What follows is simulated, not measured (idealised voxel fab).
The process module presented herein is designated voxel transistor to metal.
Square cell edge 5 nm, section width 215 nm, ID cut.
Square cells in a grid make up a cross-section in this document, and the grid is given as bands, listed from the top down, each one or more rows of cells. Quick guide to a band line: top height, bottom height (nm) up front; then every material left to right with its width in nm. Only one material and it's marked "full width"? Then it fills the band edge to edge. And "empty" just means empty space. Note: height 0 marks the level under which the wafer is uniformly one material as received. Lowest band unbounded below, written "0 and below". The two numbers in a width such as "30 to 40" mark its ends across the band: the first belongs to the top row of cells, the second to the bottom row, and from each row to the next the width moves by the same amount. Take "remained unchanged" at face value: in the step it is given for, the cross-section changed in none of its cells. What "Cavities, sealed" gives you is every empty space of 8 cells or more that is cut off from the top. Each appears as width x height at distance, with the distance taken from the left edge and width, height and distance all in nm. Read whatever lies past the settings on a step's line as the simulator's own remark about the step. overlay nm: mask right of planned place by this much (step with mask). Neg. = left.

This section lists the process steps that were planned:
1) RECEIVE with material Si
2) OXIDIZE with depth nm 5
3) CONFORMAL_DEP with material SiN, thk nm 10
4) DIRECTIONAL_DEP with material aC, thk nm 10
5) PATTERN with tone cover, mask id ACTIVE, material resist, width nm 110, thk nm 25, overlay nm 0
6) DIRECTIONAL_ETCH with etch materials aC, depth nm 10
7) STRIP with etch materials resist
8) DIRECTIONAL_ETCH with etch materials SiN, depth nm 10
9) DIRECTIONAL_ETCH with etch materials SiO2, depth nm 5
10) DIRECTIONAL_ETCH with etch materials Si, depth nm 35
11) STRIP with etch materials aC
12) OXIDIZE with depth nm 5
13) FILL_DEP with material SiO2, thk nm 10
14) CMP with height nm 10
15) SELECTIVE_ETCH with etch materials SiO2, depth nm 10
16) STRIP with etch materials SiN
17) SELECTIVE_ETCH with etch materials SiO2, depth nm 5
18) OXIDIZE with depth nm 5
19) DIRECTIONAL_DEP with material polySi, thk nm 25
20) DIRECTIONAL_DEP with material SiCN, thk nm 10
21) MASKED_ETCH with tone cover, mask id GATE, width nm 30, etch materials SiCN, depth nm 20, overlay nm 0
22) MASKED_ETCH with tone cover, mask id GATE, width nm 30, etch materials polySi, depth nm 35, overlay nm 0
23) CONFORMAL_DEP with material SiO2, thk nm 5
24) DIRECTIONAL_ETCH with etch materials SiO2, depth nm 5
25) CONFORMAL_DEP with material SiN, thk nm 5
26) DIRECTIONAL_ETCH with etch materials SiN, depth nm 5
27) DIRECTIONAL_ETCH with etch materials SiO2, depth nm 5
28) DIRECTIONAL_ETCH with etch materials Si, depth nm 15
29) EPI with material SiGe, thk nm 20
30) FILL_DEP with material SiO2, thk nm 5
31) CMP with height nm 20
32) STRIP with etch materials polySi
33) SELECTIVE_ETCH with etch materials SiO2, depth nm 5
34) CONFORMAL_DEP with material HfO2, thk nm 5
35) CONFORMAL_DEP with material TiN, thk nm 5
36) FILL_DEP with material W, thk nm 10
37) CMP with height nm 15
38) DIRECTIONAL_DEP with material SiO2, thk nm 10
39) PATTERN with tone open, mask id CONTACT, material resist, width nm 15, pitch nm 75, thk nm 15, overlay nm 0
40) DIRECTIONAL_ETCH with etch materials SiO2, depth nm 15
41) STRIP with etch materials resist
42) CONFORMAL_DEP with material TiN, thk nm 5
43) FILL_DEP with material W, thk nm 10
44) CMP with height nm 25
45) CONFORMAL_DEP with material SiCN, thk nm 5
46) DIRECTIONAL_DEP with material lowk, thk nm 25
47) MASKED_ETCH with tone open, mask id METAL_1, width nm 15, pitch nm 75, etch materials lowk, depth nm 25, overlay nm 0
48) MASKED_ETCH with tone open, mask id METAL_1, width nm 15, pitch nm 75, etch materials SiCN, depth nm 5, overlay nm 0
49) CONFORMAL_DEP with material TiN, thk nm 5
50) FILL_DEP with material W, thk nm 10
51) CMP with height nm 55
52) CONFORMAL_DEP with material SiCN, thk nm 5

Shown in cross-section is the wafer as received, that is, as it stands after step 1:
  0 and below | Si full width
  Cavities, sealed: none

Cross-sectional image of the first of two wafers at the end of the module, the run having proceeded as planned:
  60 down to 55 | SiCN full width
  55 down to 30 | lowk=60 | TiN=5 | W=5 | TiN=5 | lowk=60 | TiN=5 | W=5 | TiN=5 | lowk=65
  30 down to 25 | SiCN=60 | TiN=15 | SiCN=60 | TiN=15 | SiCN=65
  25 down to 15 | SiO2=60 | TiN=5 | W=5 | TiN=5 | SiO2=60 | TiN=5 | W=5 | TiN=5 | SiO2=65
  15 down to 10 | SiO2=60 | TiN=15 | SiO2=5 | SiN=5 | HfO2=5 | TiN=5 | W=20 | TiN=5 | HfO2=5 | SiN=5 | SiO2=5 | TiN=15 | SiO2=65
  10 down to 0 | SiO2=60 | SiGe=20 | SiN=5 | HfO2=5 | TiN=5 | W=20 | TiN=5 | HfO2=5 | SiN=5 | SiGe=20 | SiO2=65
  0 down to -5 | SiO2=60 | SiGe=20 | SiN=5 | HfO2=5 | TiN=30 | HfO2=5 | SiN=5 | SiGe=20 | SiO2=65
  -5 down to -10 | SiO2=50 | SiGe=30 | SiO2=5 | HfO2=40 | SiO2=5 | SiGe=30 | SiO2=55
  -10 down to -25 | SiO2=55 | SiGe=25 | Si=50 | SiGe=25 | SiO2=60
  -25 down to -45 | SiO2=55 | Si=100 | SiO2=60
  -45 and below | Si full width
  Cavities, sealed: none

Here is the second of the two wafers cut open at the end of the module - same start, same plan as the first one, but we made one mistake running it:
  60 down to 55 | SiCN full width
  55 down to 30 | lowk=60 | TiN=5 | W=5 | TiN=5 | lowk=60 | TiN=5 | W=5 | TiN=5 | lowk=65
  30 down to 25 | SiCN=60 | TiN=15 | SiCN=60 | TiN=15 | SiCN=65
  25 down to 15 | SiO2=60 | TiN=5 | W=5 | TiN=5 | SiO2=60 | TiN=5 | W=5 | TiN=5 | SiO2=65
  15 down to 10 | SiO2=60 | TiN=15 | SiO2=5 | SiN=5 | HfO2=5 | TiN=5 | W=20 | TiN=5 | HfO2=5 | SiN=5 | SiO2=5 | TiN=15 | SiO2=65
  10 down to 0 | SiO2=60 | SiGe=20 | SiN=5 | HfO2=5 | TiN=5 | W=20 | TiN=5 | HfO2=5 | SiN=5 | SiGe=20 | SiO2=65
  0 down to -5 | SiO2=45 | SiGe=35 | SiN=5 | HfO2=5 | TiN=30 | HfO2=5 | SiN=5 | SiGe=35 | SiO2=50
  -5 down to -10 | SiO2=45 | SiGe=35 | SiO2=5 | HfO2=40 | SiO2=5 | SiGe=35 | SiO2=50
  -10 down to -20 | SiO2=55 | SiGe=25 | Si=50 | SiGe=25 | SiO2=60
  -20 down to -45 | SiO2=55 | Si=100 | SiO2=60
  -45 and below | Si full width
  Cavities, sealed: none
Error vs. plan: step 28 did not happen as planned, as run it was DIRECTIONAL_ETCH with etch materials Si, depth nm 10
Final difference in cells, second wafer against first, listed per material as more or fewer: +10 Si | -2 SiGe | -8 SiO2
